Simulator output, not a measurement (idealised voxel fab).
process module | voxel self aligned vias
cross-section cut | 140 nm wide | cells 5 nm
A cross-section is a grid of square cells, given in bands from the top down. A band is one or more rows of cells.
Each band's line starts with the height of the band's top and of its bottom, in nm. Then come its materials from left to right, each with its width in nm. One material with "throughout" fills the band from edge to edge. "air" is empty space.
Height 0 is the level under which the wafer as received is all one material. The lowest band goes on downwards, as in "0 down".
A width such as "30 to 40" changes by the same amount from each row of cells to the next, from the band's top row to its bottom row.
"no change" after a step means that no cell of the cross-section changed.
closed voids: empty space of 8 cells or more with no open way to the top, each as width x height at its distance from the left edge, in nm
after a step's settings: what the simulator itself notes on the step
overlay nm, on a step with a mask: how far to the right of its planned place the mask lay; to the left if negative
plan
1 op RECEIVE | material Si
2 op CONFORMAL_DEP | material SiO2 | thk nm 10
3 op CONFORMAL_DEP | material SiCN | thk nm 5
4 op DIRECTIONAL_DEP | material lowk | thk nm 20
5 op MASKED_ETCH | tone open | mask id LINES | width nm 30 | pitch nm 70 | etch materials lowk | depth nm 20 | overlay nm 0
6 op CONFORMAL_DEP | material TiN | thk nm 5
7 op FILL_DEP | material Ru | thk nm 5
8 op CMP | height nm 35
9 op SELECTIVE_ETCH | etch materials W Ru TiN | depth nm 5
10 op FILL_DEP | material SiN | thk nm 10
11 op CMP | height nm 35
12 op DIRECTIONAL_DEP | material lowk | thk nm 20
13 op PATTERN | tone open | mask id VIAS | material resist | width nm 40 | thk nm 20 | overlay nm 0
14 op DIRECTIONAL_ETCH | etch materials lowk | depth nm 20
15 op DIRECTIONAL_ETCH | etch materials SiN | depth nm 5
16 op STRIP | etch materials resist
17 op CONFORMAL_DEP | material TiN | thk nm 5
18 op FILL_DEP | material Cu | thk nm 10
19 op CMP | height nm 55
20 op CONFORMAL_DEP | material SiCN | thk nm 5
as received, after step 1
  0 down: Si throughout
  closed voids: none
first wafer at the end, as planned
  60 to 55: SiCN throughout
  55 to 40: lowk 15 | TiN 5 | Cu 30 | TiN 5 | lowk 85
  40 to 35: lowk 15 | TiN 10 | Cu 20 | TiN 10 | lowk 85
  35 to 30: lowk 20 | TiN 30 | lowk 40 | SiN 30 | lowk 20
  30 to 20: lowk 20 | TiN 5 | Ru 20 | TiN 5 | lowk 40 | TiN 5 | Ru 20 | TiN 5 | lowk 20
  20 to 15: lowk 20 | TiN 30 | lowk 40 | TiN 30 | lowk 20
  15 to 10: SiCN throughout
  10 to 0: SiO2 throughout
  0 down: Si throughout
  closed voids: none
second wafer at the end: like start, like plan, one mistake
  60 to 55: SiCN throughout
  55 to 40: lowk 15 | TiN 5 | Cu 30 | TiN 5 | lowk 85
  40 to 35: lowk 15 | TiN 10 | Cu 20 | TiN 10 | lowk 85
  35 to 30: lowk 20 | TiN 30 | lowk 40 | SiN 30 | lowk 20
  30 to 25: lowk 20 | TiN 5 | Ru 20 | TiN 5 | lowk 40 | TiN 5 | Ru 20 | TiN 5 | lowk 20
  25 to 20: lowk 20 | TiN 30 | lowk 40 | TiN 30 | lowk 20
  20 to 15: SiCN throughout
  15 to 0: SiO2 throughout
  0 down: Si throughout
  closed voids: none
what went wrong: step 2 ran as: op CONFORMAL_DEP | material SiO2 | thk nm 15
at the end the second wafer has, in cells: 8 fewer of Ru | 28 more of SiO2 | 4 fewer of TiN | 16 fewer of lowk
